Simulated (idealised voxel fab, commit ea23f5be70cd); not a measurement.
Documented hereafter: the process module known as voxel transistor to metal.
Pictured: cross-section cut, 300 nm wide, on a grid of 5 nm square cells.
A cross-section is a grid of square cells, given in bands from the top down. A band is one or more rows of cells. First you get the band's top height and its bottom height, in nm, and then the materials it's made of, left to right, with each width in nm. If you see a single material with "everywhere", that one covers the band edge to edge. "empty" is empty space. Counting heights begins at 0, where everything beneath is, in the wafer as received, one material. The lowest band has no bottom; it goes on downwards, as "0 nm and below" shows. The width entry "30->40" should be interpreted row by row: the top row of cells in the band takes the first number, the bottom row takes the second number, and the change between adjacent rows is uniform throughout. "changes: none" (step): cross-section cells unchanged, all of them. The entry "Voids, sealed" lists the empty spaces that cover at least 8 cells and have no open path to the top. Each is written as width x height at distance, where the distance is measured from the left edge and all three values are in nm. If you see something after the settings on a step's line, that's the simulator's own remark about that step. overlay nm: mask right of planned place by this much (step with mask). Neg. = left. Every pair from here on: before one process step, after it. The after cross-section reaches only to the lowest band that changed. Below the pair: the step in between and its settings. Pairs can belong to different runs of this module on the same starting wafer; a pair carries on from the pair above only if the entry headed "Status before step" says so.
Status before step:
- 70 nm to 50 nm | 45 of lowk, 15 of empty, 55 of lowk, 15 of empty, 40 of lowk, 15 of empty, 55 of lowk, 15 of empty, 45 of lowk
- 50 nm to 45 nm | 45 of SiCN, 15 of empty, 55 of SiCN, 15 of empty, 40 of SiCN, 15 of empty, 55 of SiCN, 15 of empty, 45 of SiCN
- 45 nm to 30 nm | 45 of SiO2, 5 of TiN, 5 of Ru, 5 of TiN, 55 of SiO2, 5 of TiN, 5 of Ru, 5 of TiN, 40 of SiO2, 5 of TiN, 5 of Ru, 5 of TiN, 55 of SiO2, 5 of TiN, 5 of Ru, 5 of TiN, 45 of SiO2
- 30 nm to 15 nm | 45 of SiO2, 5 of TiN, 5 of Ru, 5 of TiN, 10 of SiO2, 10 of SiN, 20 of SiCN, 10 of SiN, 5 of SiO2, 5 of TiN, 5 of Ru, 5 of TiN, 40 of SiO2, 5 of TiN, 5 of Ru, 5 of TiN, 10 of SiO2, 10 of SiN, 20 of SiCN, 10 of SiN, 5 of SiO2, 5 of TiN, 5 of Ru, 5 of TiN, 45 of SiO2
- 15 nm to 10 nm | 45 of SiO2, 15 of TiN, 5 of SiO2, 10 of SiN, 25 of polySi, 10 of SiN, 5 of SiO2, 15 of TiN, 40 of SiO2, 15 of TiN, 5 of SiO2, 10 of SiN, 25 of polySi, 10 of SiN, 5 of SiO2, 15 of TiN, 45 of SiO2
- 10 nm to -5 nm | 45 of SiO2, 20 of pSi, 10 of SiN, 25 of polySi, 10 of SiN, 20 of pSi, 40 of SiO2, 20 of pSi, 10 of SiN, 25 of polySi, 10 of SiN, 20 of pSi, 45 of SiO2
- -5 nm to -10 nm | 30 of SiO2, 35 of pSi, 45 of SiO2, 35 of pSi, 10 of SiO2, 35 of pSi, 45 of SiO2, 35 of pSi, 30 of SiO2
- -10 nm to -25 nm | 35 of SiO2, 30 of pSi, 45 of Si, 30 of pSi, 20 of SiO2, 30 of pSi, 45 of Si, 30 of pSi, 35 of SiO2
- -25 nm to -40 nm | 35 of SiO2, 105 of Si, 20 of SiO2, 105 of Si, 35 of SiO2
- -40 nm and below | Si everywhere
- Voids, sealed: none
Cut View, Post-Step:
- 75 nm to 70 nm | 50 of TiN, 5 of empty, 65 of TiN, 5 of empty, 50 of TiN, 5 of empty, 65 of TiN, 5 of empty, 50 of TiN
- 70 nm to 50 nm | 45 of lowk, 5 of TiN, 5 of empty, 5 of TiN, 55 of lowk, 5 of TiN, 5 of empty, 5 of TiN, 40 of lowk, 5 of TiN, 5 of empty, 5 of TiN, 55 of lowk, 5 of TiN, 5 of empty, 5 of TiN, 45 of lowk
- 50 nm to 45 nm | 45 of SiCN, 15 of TiN, 55 of SiCN, 15 of TiN, 40 of SiCN, 15 of TiN, 55 of SiCN, 15 of TiN, 45 of SiCN
- Below 45, the layers are the same as they were.
- Voids, sealed: none
Step between the cross-sections above: CONFORMAL_DEP | material TiN | thk nm 5
Status before step: check the pair just above; its after cross-section is our before state.
Cut View, Post-Step:
- 85 nm to 75 nm | W everywhere
- 75 nm to 70 nm | 50 of TiN, 5 of W, 65 of TiN, 5 of W, 50 of TiN, 5 of W, 65 of TiN, 5 of W, 50 of TiN
- 70 nm to 50 nm | 45 of lowk, 5 of TiN, 5 of W, 5 of TiN, 55 of lowk, 5 of TiN, 5 of W, 5 of TiN, 40 of lowk, 5 of TiN, 5 of W, 5 of TiN, 55 of lowk, 5 of TiN, 5 of W, 5 of TiN, 45 of lowk
- Below 50, the layers are the same as they were.
- Voids, sealed: none
Step between the cross-sections above: FILL_DEP | material W | thk nm 10
Status before step: check the pair just above; its after cross-section is our before state.
Cut View, Post-Step:
- 70 nm to 50 nm | 45 of lowk, 5 of TiN, 5 of W, 5 of TiN, 55 of lowk, 5 of TiN, 5 of W, 5 of TiN, 40 of lowk, 5 of TiN, 5 of W, 5 of TiN, 55 of lowk, 5 of TiN, 5 of W, 5 of TiN, 45 of lowk
- Below 50, the layers are the same as they were.
- Voids, sealed: none
Step between the cross-sections above: CMP | height nm 70
Status before step: check the pair just above; its after cross-section is our before state.
Cut View, Post-Step:
- 75 nm to 70 nm | SiN everywhere
- Below 70, the layers are the same as they were.
- Voids, sealed: none
Step between the cross-sections above: CONFORMAL_DEP | material SiN | thk nm 5
Status before step:
- 30 nm to 15 nm | SiCN everywhere
- 15 nm to -5 nm | polySi everywhere
- -5 nm to -10 nm | SiO2 everywhere
- -10 nm to -40 nm | 35 of SiO2, 105 of Si, 20 of SiO2, 105 of Si, 35 of SiO2
- -40 nm and below | Si everywhere
- Voids, sealed: none
Cut View, Post-Step:
- 30 nm to 15 nm | 80 of empty, 25 of SiCN, 100 of empty, 25 of SiCN, 70 of empty
- Below 15, the layers are the same as they were.
- Voids, sealed: none
Step between the cross-sections above: MASKED_ETCH | tone cover | mask id GATE | width nm 25 | pitch nm 125 | etch materials SiCN | depth nm 25 | overlay nm 5
Status before step: check the pair just above; its after cross-section is our before state.
Cut View, Post-Step:
- 30 nm to 15 nm | 80 of empty, 25 of SiCN, 100 of empty, 25 of SiCN, 70 of empty
- 15 nm to -5 nm | 75 of empty, 30 of polySi, 95 of empty, 30 of polySi, 70 of empty
- Below -5, the layers are the same as they were.
- Voids, sealed: none
Step between the cross-sections above: MASKED_ETCH | tone cover | mask id GATE | width nm 25 | pitch nm 125 | etch materials polySi | depth nm 30 | overlay nm 0
Status before step: check the pair just above; its after cross-section is our before state.
Cut View, Post-Step:
- 40 nm to 30 nm | 70 of empty, 45 of SiN, 80 of empty, 45 of SiN, 60 of empty
- 30 nm to 25 nm | 70 of empty, 10 of SiN, 25 of SiCN, 10 of SiN, 80 of empty, 10 of SiN, 25 of SiCN, 10 of SiN, 60 of empty
- 25 nm to 15 nm | 65 of empty, 15 of SiN, 25 of SiCN, 10 of SiN, 75 of empty, 15 of SiN, 25 of SiCN, 10 of SiN, 60 of empty
- 15 nm to 5 nm | 65 of empty, 10 of SiN, 30 of polySi, 10 of SiN, 75 of empty, 10 of SiN, 30 of polySi, 10 of SiN, 60 of empty
- 5 nm to -5 nm | 75 of SiN, 30 of polySi, 95 of SiN, 30 of polySi, 70 of SiN
- Below -5, the layers are the same as they were.
- Voids, sealed: none
Step between the cross-sections above: CONFORMAL_DEP | material SiN | thk nm 10
Status before step: check the pair just above; its after cross-section is our before state.
Cut View, Post-Step:
- 30 nm to 15 nm | 70 of empty, 10 of SiN, 25 of SiCN, 10 of SiN, 80 of empty, 10 of SiN, 25 of SiCN, 10 of SiN, 60 of empty
- 15 nm to -5 nm | 65 of empty, 10 of SiN, 30 of polySi, 10 of SiN, 75 of empty, 10 of SiN, 30 of polySi, 10 of SiN, 60 of empty
- Below -5, the layers are the same as they were.
- Voids, sealed: none
Step between the cross-sections above: DIRECTIONAL_ETCH | etch materials SiN | depth nm 10
Status before step: check the pair just above; its after cross-section is our before state.
Cut View, Post-Step:
- 30 nm to 15 nm | 70 of empty, 10 of SiN, 25 of SiCN, 10 of SiN, 80 of empty, 10 of SiN, 25 of SiCN, 10 of SiN, 60 of empty
- 15 nm to -5 nm | 65 of empty, 10 of SiN, 30 of polySi, 10 of SiN, 75 of empty, 10 of SiN, 30 of polySi, 10 of SiN, 60 of empty
- -5 nm to -10 nm | 65 of empty, 50 of SiO2, 75 of empty, 50 of SiO2, 60 of empty
- Below -10, the layers are the same as they were.
- Voids, sealed: none
Step between the cross-sections above: DIRECTIONAL_ETCH | etch materials SiO2 | depth nm 5
Status before step: check the pair just above; its after cross-section is our before state.
Cut View, Post-Step:
- 30 nm to 15 nm | 70 of empty, 10 of SiN, 25 of SiCN, 10 of SiN, 80 of empty, 10 of SiN, 25 of SiCN, 10 of SiN, 60 of empty
- 15 nm to -5 nm | 65 of empty, 10 of SiN, 30 of polySi, 10 of SiN, 75 of empty, 10 of SiN, 30 of polySi, 10 of SiN, 60 of empty
- -5 nm to -10 nm | 65 of empty, 50 of SiO2, 75 of empty, 50 of SiO2, 60 of empty
- -10 nm to -25 nm | 35 of SiO2, 30 of empty, 50 of Si, 25 of empty, 20 of SiO2, 30 of empty, 50 of Si, 25 of empty, 35 of SiO2
- Below -25, the layers are the same as they were.
- Voids, sealed: none
Step between the cross-sections above: DIRECTIONAL_ETCH | etch materials Si | depth nm 15
Status before step: check the pair just above; its after cross-section is our before state.
Cut View, Post-Step:
- 30 nm to 15 nm | 70 of empty, 10 of SiN, 25 of SiCN, 10 of SiN, 80 of empty, 10 of SiN, 25 of SiCN, 10 of SiN, 60 of empty
- 15 nm to 10 nm | 65 of empty, 10 of SiN, 30 of polySi, 10 of SiN, 75 of empty, 10 of SiN, 30 of polySi, 10 of SiN, 60 of empty
- 10 nm to -5 nm | 45 of empty, 20 of pSi, 10 of SiN, 30 of polySi, 10 of SiN, 20 of pSi, 35 of empty, 20 of pSi, 10 of SiN, 30 of polySi, 10 of SiN, 20 of pSi, 40 of empty
- -5 nm to -10 nm | 30 of empty, 35 of pSi, 50 of SiO2, 30 of pSi, 10 of empty, 35 of pSi, 50 of SiO2, 30 of pSi, 30 of empty
- -10 nm to -25 nm | 35 of SiO2, 30 of pSi, 50 of Si, 25 of pSi, 20 of SiO2, 30 of pSi, 50 of Si, 25 of pSi, 35 of SiO2
- Below -25, the layers are the same as they were.
- Voids, sealed: none
Step between the cross-sections above: EPI | material pSi | thk nm 20
Status before step: check the pair just above; its after cross-section is our before state.
Cut View, Post-Step:
- 40 nm to 30 nm | SiO2 everywhere
- 30 nm to 15 nm | 70 of SiO2, 10 of SiN, 25 of SiCN, 10 of SiN, 80 of SiO2, 10 of SiN, 25 of SiCN, 10 of SiN, 60 of SiO2
- 15 nm to 10 nm | 65 of SiO2, 10 of SiN, 30 of polySi, 10 of SiN, 75 of SiO2, 10 of SiN, 30 of polySi, 10 of SiN, 60 of SiO2
- 10 nm to -5 nm | 45 of SiO2, 20 of pSi, 10 of SiN, 30 of polySi, 10 of SiN, 20 of pSi, 35 of SiO2, 20 of pSi, 10 of SiN, 30 of polySi, 10 of SiN, 20 of pSi, 40 of SiO2
- -5 nm to -10 nm | 30 of SiO2, 35 of pSi, 50 of SiO2, 30 of pSi, 10 of SiO2, 35 of pSi, 50 of SiO2, 30 of pSi, 30 of SiO2
- Below -10, the layers are the same as they were.
- Voids, sealed: none
Step between the cross-sections above: FILL_DEP | material SiO2 | thk nm 10
Status before step: check the pair just above; its after cross-section is our before state.
Cut View, Post-Step:
- 30 nm to 15 nm | 70 of SiO2, 10 of SiN, 25 of SiCN, 10 of SiN, 80 of SiO2, 10 of SiN, 25 of SiCN, 10 of SiN, 60 of SiO2
- Below 15, the layers are the same as they were.
- Voids, sealed: none
Step between the cross-sections above: CMP | height nm 30
Status before step: check the pair just above; its after cross-section is our before state.
Cut View, Post-Step:
- 45 nm to 30 nm | SiO2 everywhere
- Below 30, the layers are the same as they were.
- Voids, sealed: none
Step between the cross-sections above: DIRECTIONAL_DEP | material SiO2 | thk nm 15
Status before step: check the pair just above; its after cross-section is our before state.
Cut View, Post-Step:
- 60 nm to 45 nm | 45 of resist, 15 of empty, 55 of resist, 15 of empty, 40 of resist, 15 of empty, 55 of resist, 15 of empty, 45 of resist
- Below 45, the layers are the same as they were.
- Voids, sealed: none
Step between the cross-sections above: PATTERN | tone open | mask id CONTACT | material resist | width nm 15 | thk nm 15 | overlay nm 0
Status before step: check the pair just above; its after cross-section is our before state.
Cut View, Post-Step:
- 60 nm to 45 nm | 45 of resist, 15 of empty, 55 of resist, 15 of empty, 40 of resist, 15 of empty, 55 of resist, 15 of empty, 45 of resist
- 45 nm to 30 nm | 45 of SiO2, 15 of empty, 55 of SiO2, 15 of empty, 40 of SiO2, 15 of empty, 55 of SiO2, 15 of empty, 45 of SiO2
- 30 nm to 15 nm | 45 of SiO2, 15 of empty, 10 of SiO2, 10 of SiN, 25 of SiCN, 10 of SiN, 15 of empty, 40 of SiO2, 15 of empty, 10 of SiO2, 10 of SiN, 25 of SiCN, 10 of SiN, 15 of empty, 45 of SiO2
- 15 nm to 10 nm | 45 of SiO2, 15 of empty, 5 of SiO2, 10 of SiN, 30 of polySi, 10 of SiN, 15 of empty, 40 of SiO2, 15 of empty, 5 of SiO2, 10 of SiN, 30 of polySi, 10 of SiN, 15 of empty, 45 of SiO2
- Below 10, the layers are the same as they were.
- Voids, sealed: none
Step between the cross-sections above: DIRECTIONAL_ETCH | etch materials SiO2 | depth nm 35
Status before step: check the pair just above; its after cross-section is our before state.
Cut View, Post-Step:
- 45 nm to 30 nm | 45 of SiO2, 15 of empty, 55 of SiO2, 15 of empty, 40 of SiO2, 15 of empty, 55 of SiO2, 15 of empty, 45 of SiO2
- Below 30, the layers are the same as they were.
- Voids, sealed: none
Step between the cross-sections above: STRIP | etch materials resist
Status before step: check the pair just above; its after cross-section is our before state.
Cut View, Post-Step:
- 50 nm to 45 nm | 50 of TiN, 5 of empty, 65 of TiN, 5 of empty, 50 of TiN, 5 of empty, 65 of TiN, 5 of empty, 50 of TiN
- 45 nm to 30 nm | 45 of SiO2, 5 of TiN, 5 of empty, 5 of TiN, 55 of SiO2, 5 of TiN, 5 of empty, 5 of TiN, 40 of SiO2, 5 of TiN, 5 of empty, 5 of TiN, 55 of SiO2, 5 of TiN, 5 of empty, 5 of TiN, 45 of SiO2
- 30 nm to 15 nm | 45 of SiO2, 5 of TiN, 5 of empty, 5 of TiN, 10 of SiO2, 10 of SiN, 25 of SiCN, 10 of SiN, 5 of TiN, 5 of empty, 5 of TiN, 40 of SiO2, 5 of TiN, 5 of empty, 5 of TiN, 10 of SiO2, 10 of SiN, 25 of SiCN, 10 of SiN, 5 of TiN, 5 of empty, 5 of TiN, 45 of SiO2
- 15 nm to 10 nm | 45 of SiO2, 15 of TiN, 5 of SiO2, 10 of SiN, 30 of polySi, 10 of SiN, 15 of TiN, 40 of SiO2, 15 of TiN, 5 of SiO2, 10 of SiN, 30 of polySi, 10 of SiN, 15 of TiN, 45 of SiO2
- Below 10, the layers are the same as they were.
- Voids, sealed: none
Step between the cross-sections above: CONFORMAL_DEP | material TiN | thk nm 5
Status before step: check the pair just above; its after cross-section is our before state.
Cut View, Post-Step:
- 60 nm to 50 nm | Ru everywhere
- 50 nm to 45 nm | 50 of TiN, 5 of Ru, 65 of TiN, 5 of Ru, 50 of TiN, 5 of Ru, 65 of TiN, 5 of Ru, 50 of TiN
- 45 nm to 30 nm | 45 of SiO2, 5 of TiN, 5 of Ru, 5 of TiN, 55 of SiO2, 5 of TiN, 5 of Ru, 5 of TiN, 40 of SiO2, 5 of TiN, 5 of Ru, 5 of TiN, 55 of SiO2, 5 of TiN, 5 of Ru, 5 of TiN, 45 of SiO2
- 30 nm to 15 nm | 45 of SiO2, 5 of TiN, 5 of Ru, 5 of TiN, 10 of SiO2, 10 of SiN, 25 of SiCN, 10 of SiN, 5 of TiN, 5 of Ru, 5 of TiN, 40 of SiO2, 5 of TiN, 5 of Ru, 5 of TiN, 10 of SiO2, 10 of SiN, 25 of SiCN, 10 of SiN, 5 of TiN, 5 of Ru, 5 of TiN, 45 of SiO2
- Below 15, the layers are the same as they were.
- Voids, sealed: none
Step between the cross-sections above: FILL_DEP | material Ru | thk nm 10
Status before step: check the pair just above; its after cross-section is our before state.
Cut View, Post-Step:
- 45 nm to 30 nm | 45 of SiO2, 5 of TiN, 5 of Ru, 5 of TiN, 55 of SiO2, 5 of TiN, 5 of Ru, 5 of TiN, 40 of SiO2, 5 of TiN, 5 of Ru, 5 of TiN, 55 of SiO2, 5 of TiN, 5 of Ru, 5 of TiN, 45 of SiO2
- Below 30, the layers are the same as they were.
- Voids, sealed: none
Step between the cross-sections above: CMP | height nm 45
Status before step: check the pair just above; its after cross-section is our before state.
Cut View, Post-Step:
- 50 nm to 45 nm | SiCN everywhere
- Below 45, the layers are the same as they were.
- Voids, sealed: none
Step between the cross-sections above: CONFORMAL_DEP | material SiCN | thk nm 5
Status before step: check the pair just above; its after cross-section is our before state.
Cut View, Post-Step:
- 70 nm to 50 nm | lowk everywhere
- Below 50, the layers are the same as they were.
- Voids, sealed: none
Step between the cross-sections above: DIRECTIONAL_DEP | material lowk | thk nm 20
Status before step: check the pair just above; its after cross-section is our before state.
Cut View, Post-Step:
- 80 nm to 70 nm | aC everywhere
- Below 70, the layers are the same as they were.
- Voids, sealed: none
Step between the cross-sections above: DIRECTIONAL_DEP | material aC | thk nm 10
Status before step: check the pair just above; its after cross-section is our before state.
Cut View, Post-Step:
- 105 nm to 80 nm | 45 of resist, 15 of empty, 55 of resist, 15 of empty, 40 of resist, 15 of empty, 55 of resist, 15 of empty, 45 of resist
- Below 80, the layers are the same as they were.
- Voids, sealed: none
Step between the cross-sections above: PATTERN | tone open | mask id METAL_1 | material resist | width nm 15 | thk nm 25 | overlay nm 0
Status before step: check the pair just above; its after cross-section is our before state.
Cut View, Post-Step:
- 95 nm to 80 nm | 45 of resist, 15 of empty, 55 of resist, 15 of empty, 40 of resist, 15 of empty, 55 of resist, 15 of empty, 45 of resist
- 80 nm to 70 nm | 45 of aC, 15 of empty, 55 of aC, 15 of empty, 40 of aC, 15 of empty, 55 of aC, 15 of empty, 45 of aC
- Below 70, the layers are the same as they were.
- Voids, sealed: none
Step between the cross-sections above: DIRECTIONAL_ETCH | etch materials aC | depth nm 10
Status before step: check the pair just above; its after cross-section is our before state.
Cut View, Post-Step:
- 80 nm to 70 nm | 45 of aC, 15 of empty, 55 of aC, 15 of empty, 40 of aC, 15 of empty, 55 of aC, 15 of empty, 45 of aC
- Below 70, the layers are the same as they were.
- Voids, sealed: none
Step between the cross-sections above: STRIP | etch materials resist
Status before step: check the pair just above; its after cross-section is our before state.
Cut View, Post-Step:
- 80 nm to 70 nm | 45 of aC, 15 of empty, 55 of aC, 15 of empty, 40 of aC, 15 of empty, 55 of aC, 15 of empty, 45 of aC
- 70 nm to 50 nm | 45 of lowk, 15 of empty, 55 of lowk, 15 of empty, 40 of lowk, 15 of empty, 55 of lowk, 15 of empty, 45 of lowk
- Below 50, the layers are the same as they were.
- Voids, sealed: none
Step between the cross-sections above: DIRECTIONAL_ETCH | etch materials lowk | depth nm 20
Status before step: check the pair just above; its after cross-section is our before state.
Cut View, Post-Step:
- 80 nm to 70 nm | 45 of aC, 15 of empty, 55 of aC, 15 of empty, 40 of aC, 15 of empty, 55 of aC, 15 of empty, 45 of aC
- 70 nm to 50 nm | 45 of lowk, 15 of empty, 55 of lowk, 15 of empty, 40 of lowk, 15 of empty, 55 of lowk, 15 of empty, 45 of lowk
- 50 nm to 45 nm | 45 of SiCN, 15 of empty, 55 of SiCN, 15 of empty, 40 of SiCN, 15 of empty, 55 of SiCN, 15 of empty, 45 of SiCN
- Below 45, the layers are the same as they were.
- Voids, sealed: none
Step between the cross-sections above: DIRECTIONAL_ETCH | etch materials SiCN | depth nm 5
Status before step: check the pair just above; its after cross-section is our before state.
Cut View, Post-Step:
- 70 nm to 50 nm | 45 of lowk, 15 of empty, 55 of lowk, 15 of empty, 40 of lowk, 15 of empty, 55 of lowk, 15 of empty, 45 of lowk
- Below 50, the layers are the same as they were.
- Voids, sealed: none
Step between the cross-sections above: STRIP | etch materials aC
Status before step: check the pair just above; its after cross-section is our before state.
Cut View, Post-Step:
- 75 nm to 70 nm | 50 of TiN, 5 of empty, 65 of TiN, 5 of empty, 50 of TiN, 5 of empty, 65 of TiN, 5 of empty, 50 of TiN
- 70 nm to 50 nm | 45 of lowk, 5 of TiN, 5 of empty, 5 of TiN, 55 of lowk, 5 of TiN, 5 of empty, 5 of TiN, 40 of lowk, 5 of TiN, 5 of empty, 5 of TiN, 55 of lowk, 5 of TiN, 5 of empty, 5 of TiN, 45 of lowk
- 50 nm to 45 nm | 45 of SiCN, 15 of TiN, 55 of SiCN, 15 of TiN, 40 of SiCN, 15 of TiN, 55 of SiCN, 15 of TiN, 45 of SiCN
- Below 45, the layers are the same as they were.
- Voids, sealed: none
Step between the cross-sections above: CONFORMAL_DEP | material TiN | thk nm 5
Status before step: check the pair just above; its after cross-section is our before state.
Cut View, Post-Step:
- 85 nm to 75 nm | W everywhere
- 75 nm to 70 nm | 50 of TiN, 5 of W, 65 of TiN, 5 of W, 50 of TiN, 5 of W, 65 of TiN, 5 of W, 50 of TiN
- 70 nm to 50 nm | 45 of lowk, 5 of TiN, 5 of W, 5 of TiN, 55 of lowk, 5 of TiN, 5 of W, 5 of TiN, 40 of lowk, 5 of TiN, 5 of W, 5 of TiN, 55 of lowk, 5 of TiN, 5 of W, 5 of TiN, 45 of lowk
- Below 50, the layers are the same as they were.
- Voids, sealed: none
Step between the cross-sections above: FILL_DEP | material W | thk nm 10
Status before step: check the pair just above; its after cross-section is our before state.
Cut View, Post-Step:
- 70 nm to 50 nm | 45 of lowk, 5 of TiN, 5 of W, 5 of TiN, 55 of lowk, 5 of TiN, 5 of W, 5 of TiN, 40 of lowk, 5 of TiN, 5 of W, 5 of TiN, 55 of lowk, 5 of TiN, 5 of W, 5 of TiN, 45 of lowk
- Below 50, the layers are the same as they were.
- Voids, sealed: none
Step between the cross-sections above: CMP | height nm 70
Status before step: check the pair just above; its after cross-section is our before state.
Cut View, Post-Step:
- 75 nm to 70 nm | SiN everywhere
- Below 70, the layers are the same as they were.
- Voids, sealed: none
Step between the cross-sections above: CONFORMAL_DEP | material SiN | thk nm 5
Status before step:
- 50 nm to 45 nm | 50 of TiN, 5 of empty, 65 of TiN, 5 of empty, 50 of TiN, 5 of empty, 65 of TiN, 5 of empty, 50 of TiN
- 45 nm to 30 nm | 45 of SiO2, 5 of TiN, 5 of empty, 5 of TiN, 55 of SiO2, 5 of TiN, 5 of empty, 5 of TiN, 40 of SiO2, 5 of TiN, 5 of empty, 5 of TiN, 55 of SiO2, 5 of TiN, 5 of empty, 5 of TiN, 45 of SiO2
- 30 nm to 15 nm | 45 of SiO2, 5 of TiN, 5 of empty, 5 of TiN, 5 of SiO2, 10 of SiN, 25 of SiCN, 10 of SiN, 5 of SiO2, 5 of TiN, 5 of empty, 5 of TiN, 40 of SiO2, 5 of TiN, 5 of empty, 5 of TiN, 5 of SiO2, 10 of SiN, 25 of SiCN, 10 of SiN, 5 of SiO2, 5 of TiN, 5 of empty, 5 of TiN, 45 of SiO2
- 15 nm to 10 nm | 45 of SiO2, 15 of TiN, 5 of SiO2, 10 of SiN, 25 of polySi, 10 of SiN, 5 of SiO2, 15 of TiN, 40 of SiO2, 15 of TiN, 5 of SiO2, 10 of SiN, 25 of polySi, 10 of SiN, 5 of SiO2, 15 of TiN, 45 of SiO2
- 10 nm to -5 nm | 45 of SiO2, 20 of pSi, 10 of SiN, 25 of polySi, 10 of SiN, 20 of pSi, 40 of SiO2, 20 of pSi, 10 of SiN, 25 of polySi, 10 of SiN, 20 of pSi, 45 of SiO2
- -5 nm to -10 nm | 30 of SiO2, 35 of pSi, 45 of SiO2, 35 of pSi, 10 of SiO2, 35 of pSi, 45 of SiO2, 35 of pSi, 30 of SiO2
- -10 nm to -25 nm | 35 of SiO2, 30 of pSi, 45 of Si, 30 of pSi, 20 of SiO2, 30 of pSi, 45 of Si, 30 of pSi, 35 of SiO2
- -25 nm to -40 nm | 35 of SiO2, 105 of Si, 20 of SiO2, 105 of Si, 35 of SiO2
- -40 nm and below | Si everywhere
- Voids, sealed: none
Cut View, Post-Step:
- 60 nm to 50 nm | SiO2 everywhere
- 50 nm to 45 nm | 50 of TiN, 5 of SiO2, 65 of TiN, 5 of SiO2, 50 of TiN, 5 of SiO2, 65 of TiN, 5 of SiO2, 50 of TiN
- 45 nm to 30 nm | 45 of SiO2, 5 of TiN, 5 of SiO2, 5 of TiN, 55 of SiO2, 5 of TiN, 5 of SiO2, 5 of TiN, 40 of SiO2, 5 of TiN, 5 of SiO2, 5 of TiN, 55 of SiO2, 5 of TiN, 5 of SiO2, 5 of TiN, 45 of SiO2
- 30 nm to 15 nm | 45 of SiO2, 5 of TiN, 5 of SiO2, 5 of TiN, 5 of SiO2, 10 of SiN, 25 of SiCN, 10 of SiN, 5 of SiO2, 5 of TiN, 5 of SiO2, 5 of TiN, 40 of SiO2, 5 of TiN, 5 of SiO2, 5 of TiN, 5 of SiO2, 10 of SiN, 25 of SiCN, 10 of SiN, 5 of SiO2, 5 of TiN, 5 of SiO2, 5 of TiN, 45 of SiO2
- Below 15, the layers are the same as they were.
- Voids, sealed: none
Step between the cross-sections above: FILL_DEP | material SiO2 | thk nm 10
Status before step: check the pair just above; its after cross-section is our before state.
Cut View, Post-Step:
- 45 nm to 30 nm | 45 of SiO2, 5 of TiN, 5 of SiO2, 5 of TiN, 55 of SiO2, 5 of TiN, 5 of SiO2, 5 of TiN, 40 of SiO2, 5 of TiN, 5 of SiO2, 5 of TiN, 55 of SiO2, 5 of TiN, 5 of SiO2, 5 of TiN, 45 of SiO2
- Below 30, the layers are the same as they were.
- Voids, sealed: none
Step between the cross-sections above: CMP | height nm 45
Status before step: check the pair just above; its after cross-section is our before state.
Cut View, Post-Step:
- 50 nm to 45 nm | SiCN everywhere
- Below 45, the layers are the same as they were.
- Voids, sealed: none
Step between the cross-sections above: CONFORMAL_DEP | material SiCN | thk nm 5
Status before step: check the pair just above; its after cross-section is our before state.
Cut View, Post-Step:
- 70 nm to 50 nm | lowk everywhere
- Below 50, the layers are the same as they were.
- Voids, sealed: none
Step between the cross-sections above: DIRECTIONAL_DEP | material lowk | thk nm 20
Status before step: check the pair just above; its after cross-section is our before state.
Cut View, Post-Step:
- 80 nm to 70 nm | aC everywhere
- Below 70, the layers are the same as they were.
- Voids, sealed: none
Step between the cross-sections above: DIRECTIONAL_DEP | material aC | thk nm 10
Status before step: check the pair just above; its after cross-section is our before state.
Cut View, Post-Step:
- 105 nm to 80 nm | 45 of resist, 15 of empty, 55 of resist, 15 of empty, 40 of resist, 15 of empty, 55 of resist, 15 of empty, 45 of resist
- Below 80, the layers are the same as they were.
- Voids, sealed: none
Step between the cross-sections above: PATTERN | tone open | mask id METAL_1 | material resist | width nm 15 | thk nm 25 | overlay nm 0
Status before step: check the pair just above; its after cross-section is our before state.
Cut View, Post-Step:
- 95 nm to 80 nm | 45 of resist, 15 of empty, 55 of resist, 15 of empty, 40 of resist, 15 of empty, 55 of resist, 15 of empty, 45 of resist
- 80 nm to 70 nm | 45 of aC, 15 of empty, 55 of aC, 15 of empty, 40 of aC, 15 of empty, 55 of aC, 15 of empty, 45 of aC
- Below 70, the layers are the same as they were.
- Voids, sealed: none
Step between the cross-sections above: DIRECTIONAL_ETCH | etch materials aC | depth nm 10
Status before step: check the pair just above; its after cross-section is our before state.
Cut View, Post-Step:
- 80 nm to 70 nm | 45 of aC, 15 of empty, 55 of aC, 15 of empty, 40 of aC, 15 of empty, 55 of aC, 15 of empty, 45 of aC
- Below 70, the layers are the same as they were.
- Voids, sealed: none
Step between the cross-sections above: STRIP | etch materials resist
Status before step: check the pair just above; its after cross-section is our before state.
Cut View, Post-Step:
- 80 nm to 70 nm | 45 of aC, 15 of empty, 55 of aC, 15 of empty, 40 of aC, 15 of empty, 55 of aC, 15 of empty, 45 of aC
- 70 nm to 50 nm | 45 of lowk, 15 of empty, 55 of lowk, 15 of empty, 40 of lowk, 15 of empty, 55 of lowk, 15 of empty, 45 of lowk
- Below 50, the layers are the same as they were.
- Voids, sealed: none
Step between the cross-sections above: DIRECTIONAL_ETCH | etch materials lowk | depth nm 20
Status before step: check the pair just above; its after cross-section is our before state.
Cut View, Post-Step:
- 80 nm to 70 nm | 45 of aC, 15 of empty, 55 of aC, 15 of empty, 40 of aC, 15 of empty, 55 of aC, 15 of empty, 45 of aC
- 70 nm to 50 nm | 45 of lowk, 15 of empty, 55 of lowk, 15 of empty, 40 of lowk, 15 of empty, 55 of lowk, 15 of empty, 45 of lowk
- 50 nm to 45 nm | 45 of SiCN, 15 of empty, 55 of SiCN, 15 of empty, 40 of SiCN, 15 of empty, 55 of SiCN, 15 of empty, 45 of SiCN
- Below 45, the layers are the same as they were.
- Voids, sealed: none
Step between the cross-sections above: DIRECTIONAL_ETCH | etch materials SiCN | depth nm 5
Status before step: check the pair just above; its after cross-section is our before state.
Cut View, Post-Step:
- 70 nm to 50 nm | 45 of lowk, 15 of empty, 55 of lowk, 15 of empty, 40 of lowk, 15 of empty, 55 of lowk, 15 of empty, 45 of lowk
- Below 50, the layers are the same as they were.
- Voids, sealed: none
Step between the cross-sections above: STRIP | etch materials aC
Status before step: check the pair just above; its after cross-section is our before state.
Cut View, Post-Step:
- 75 nm to 70 nm | 50 of TiN, 5 of empty, 65 of TiN, 5 of empty, 50 of TiN, 5 of empty, 65 of TiN, 5 of empty, 50 of TiN
- 70 nm to 50 nm | 45 of lowk, 5 of TiN, 5 of empty, 5 of TiN, 55 of lowk, 5 of TiN, 5 of empty, 5 of TiN, 40 of lowk, 5 of TiN, 5 of empty, 5 of TiN, 55 of lowk, 5 of TiN, 5 of empty, 5 of TiN, 45 of lowk
- 50 nm to 45 nm | 45 of SiCN, 15 of TiN, 55 of SiCN, 15 of TiN, 40 of SiCN, 15 of TiN, 55 of SiCN, 15 of TiN, 45 of SiCN
- Below 45, the layers are the same as they were.
- Voids, sealed: none
Step between the cross-sections above: CONFORMAL_DEP | material TiN | thk nm 5
